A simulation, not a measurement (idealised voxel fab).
process module | voxel ribs on slabs
cross-section cut | 300 nm wide | cells 5 nm
A cross-section is a grid of square cells, given in bands from the top down. A band is one or more rows of cells.
Each band's line starts with the height of the band's top and of its bottom, in nm. Then come its materials from left to right, each with its width in nm. One material with "throughout" fills the band from edge to edge. "air" is empty space.
Height 0 is the level under which the wafer as received is all one material. The lowest band goes on downwards, as in "0 down".
A width such as "30 to 40" changes by the same amount from each row of cells to the next, from the band's top row to its bottom row.
"no change" after a step means that no cell of the cross-section changed.
closed voids: empty space of 8 cells or more with no open way to the top, each as width x height at its distance from the left edge, in nm
after a step's settings: what the simulator itself notes on the step
overlay nm, on a step with a mask: how far to the right of its planned place the mask lay; to the left if negative
plan
1 op RECEIVE | material Si
2 op DIRECTIONAL_DEP | material SiO2 | thk nm 20
3 op DIRECTIONAL_DEP | material SiN | thk nm 25
4 op DIRECTIONAL_DEP | material aC | thk nm 15
5 op PATTERN | tone cover | mask id RIB | material resist | width nm 15 | thk nm 30 | overlay nm 0
6 op DIRECTIONAL_ETCH | etch materials aC | depth nm 15
7 op STRIP | etch materials resist
8 op DIRECTIONAL_ETCH | etch materials SiN | depth nm 10
9 op STRIP | etch materials aC
10 op DIRECTIONAL_DEP | material aC | thk nm 10
11 op PATTERN | tone cover | mask id SLAB | material resist | width nm 55 | thk nm 30 | overlay nm 0
12 op DIRECTIONAL_ETCH | etch materials aC | depth nm 10
13 op STRIP | etch materials resist
14 op DIRECTIONAL_ETCH | etch materials SiN | depth nm 15
15 op STRIP | etch materials aC
16 op FILL_DEP | material SiO2 | thk nm 20
17 op CMP | height nm 55
18 op DIRECTIONAL_DEP | material W | thk nm 5
19 op DIRECTIONAL_DEP | material aC | thk nm 10
20 op PATTERN | tone cover | mask id HEATER | material resist | width nm 25 | thk nm 30 | overlay nm 0
21 op DIRECTIONAL_ETCH | etch materials aC | depth nm 10
22 op STRIP | etch materials resist
23 op DIRECTIONAL_ETCH | etch materials W | depth nm 5
24 op STRIP | etch materials aC
25 op CONFORMAL_DEP | material SiO2 | thk nm 10
first wafer, as planned
as received, after step 1
  0 down: Si throughout
  closed voids: none
after step 2
  20 to 0: SiO2 throughout
  below 0: unchanged
after step 3
  45 to 20: SiN throughout
  below 20: unchanged
after step 4
  60 to 45: aC throughout
  below 45: unchanged
after step 5
  90 to 60: air 140 | resist 15 | air 145
  below 60: unchanged
after step 6
  75 to 60: air 140 | resist 15 | air 145
  60 to 45: air 140 | aC 15 | air 145
  below 45: unchanged
after step 7
  60 to 45: air 140 | aC 15 | air 145
  below 45: unchanged
after step 8
  60 to 45: air 140 | aC 15 | air 145
  45 to 35: air 140 | SiN 15 | air 145
  below 35: unchanged
after step 9
  45 to 35: air 140 | SiN 15 | air 145
  below 35: unchanged
after step 10
  55 to 45: air 140 | aC 15 | air 145
  45 to 35: aC 140 | SiN 15 | aC 145
  below 35: unchanged
after step 11
  85 to 55: air 120 | resist 55 | air 125
  55 to 45: air 120 | resist 20 | aC 15 | resist 20 | air 125
  below 45: unchanged
after step 12
  75 to 55: air 120 | resist 55 | air 125
  55 to 45: air 120 | resist 20 | aC 15 | resist 20 | air 125
  45 to 35: air 120 | aC 20 | SiN 15 | aC 20 | air 125
  below 35: unchanged
after step 13
  55 to 45: air 140 | aC 15 | air 145
  below 45: unchanged
after step 14
  55 to 45: air 140 | aC 15 | air 145
  45 to 35: air 120 | aC 20 | SiN 15 | aC 20 | air 125
  35 to 20: air 120 | SiN 55 | air 125
  below 20: unchanged
after step 15
  45 to 35: air 140 | SiN 15 | air 145
  below 35: unchanged
after step 16
  65 to 45: SiO2 throughout
  45 to 35: SiO2 140 | SiN 15 | SiO2 145
  35 to 20: SiO2 120 | SiN 55 | SiO2 125
  below 20: unchanged
after step 17
  55 to 45: SiO2 throughout
  below 45: unchanged
after step 18
  60 to 55: W throughout
  below 55: unchanged
after step 19
  70 to 60: aC throughout
  below 60: unchanged
after step 20
  100 to 70: air 135 | resist 25 | air 140
  below 70: unchanged
after step 21
  90 to 70: air 135 | resist 25 | air 140
  70 to 60: air 135 | aC 25 | air 140
  below 60: unchanged
after step 22
  70 to 60: air 135 | aC 25 | air 140
  below 60: unchanged
after step 23
  70 to 60: air 135 | aC 25 | air 140
  60 to 55: air 135 | W 25 | air 140
  below 55: unchanged
after step 24
  60 to 55: air 135 | W 25 | air 140
  below 55: unchanged
after step 25
  70 to 65: air 125 | SiO2 45 | air 130
  65 to 60: SiO2 throughout
  60 to 55: SiO2 135 | W 25 | SiO2 140
  below 55: unchanged
second wafer: like start, like plan, one mistake. Through step 24 it matches the first wafer
when step 25 should have ended: no change
what went wrong: step 25 was left out
at the end the second wafer has, in cells: 124 fewer of SiO2
